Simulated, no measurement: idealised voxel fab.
Herein follows the process module entitled voxel self aligned contacts.
Shown is cross-section cut, with a width of 285 nm and square cells of size 5 nm.
When this document writes out a cross-section, it uses a grid of square cells and lists it as bands, beginning at the top and moving down, with a band standing for one or more rows of cells.
In this notation a band is specified by the heights of its top and bottom, in that order and in nm, after which its materials appear from left to right, each paired with its width in nm. The word "everywhere" attached to a single material means that material fills the band from edge to edge; the word "empty" stands for empty space.
Height 0 is the level under which the wafer as received is all one material. The lowest band goes on downwards, as in "0..down".
The two numbers in a width such as "30..40" mark its ends across the band: the first belongs to the top row of cells, the second to the bottom row, and from each row to the next the width moves by the same amount.
Key: "stayed the same" - step with no changed cell in the cross-section.
"Closed void entries": empty spaces of 8 cells or more with no open way to the top, each given as width x height at distance, distance from the left edge, all in nm.
That trailing text on a step's line, after the settings, is the simulator's own remark on the step.
overlay nm: mask right of planned place by this much (step with mask). Neg. = left.
### The process steps that were planned are listed below
- 1: RECEIVE (material Si)
- 2: OXIDIZE (depth nm 5)
- 3: DIRECTIONAL_DEP (material polySi; thk nm 20)
- 4: DIRECTIONAL_DEP (material SiN; thk nm 20)
- 5: DIRECTIONAL_DEP (material aC; thk nm 10)
- 6: PATTERN (tone cover; mask id GATE; material resist; width nm 25; pitch nm 55; thk nm 30; overlay nm 0)
- 7: DIRECTIONAL_ETCH (etch materials aC; depth nm 10)
- 8: STRIP (etch materials resist)
- 9: DIRECTIONAL_ETCH (etch materials SiN; depth nm 20)
- 10: DIRECTIONAL_ETCH (etch materials polySi; depth nm 20)
- 11: STRIP (etch materials aC)
- 12: CONFORMAL_DEP (material SiN; thk nm 5)
- 13: DIRECTIONAL_ETCH (etch materials SiN; depth nm 5)
- 14: FILL_DEP (material SiO2; thk nm 10)
- 15: CMP (height nm 45)
- 16: PATTERN (tone open; mask id CONTACT; material resist; width nm 40; pitch nm 55; thk nm 15; overlay nm 0)
- 17: DIRECTIONAL_ETCH (etch materials SiO2; depth nm 50)
- 18: STRIP (etch materials resist)
- 19: CONFORMAL_DEP (material TiN; thk nm 5)
- 20: FILL_DEP (material W; thk nm 5)
- 21: CMP (height nm 45)
- 22: CONFORMAL_DEP (material SiCN; thk nm 5)
### Wafer at receipt (post step 1), cross-section
	0..down  Si everywhere
	Closed void entries: none
### One mistake in running the module, otherwise start and plan as above: cross-section at the end
	50..45  SiCN everywhere
	45..40  95 SiO2  10 TiN  20 W  10 TiN  15 SiO2  10 TiN  20 W  10 TiN  95 SiO2
	40..20  75 SiO2  25 SiN  5 TiN  20 W  5 TiN  25 SiN  5 TiN  20 W  5 TiN  25 SiN  75 SiO2
	20..0  75 SiO2  5 SiN  15 polySi  5 SiN  5 TiN  20 W  5 TiN  5 SiN  15 polySi  5 SiN  5 TiN  20 W  5 TiN  5 SiN  15 polySi  5 SiN  75 SiO2
	0..-5  100 SiO2  30 TiN  25 SiO2  30 TiN  100 SiO2
	-5..down  Si everywhere
	Closed void entries: none
What was the processing mistake? planned and actual differ for step 6; actual: PATTERN (tone cover; mask id GATE; material resist; width nm 15; pitch nm 55; thk nm 30; overlay nm 0)
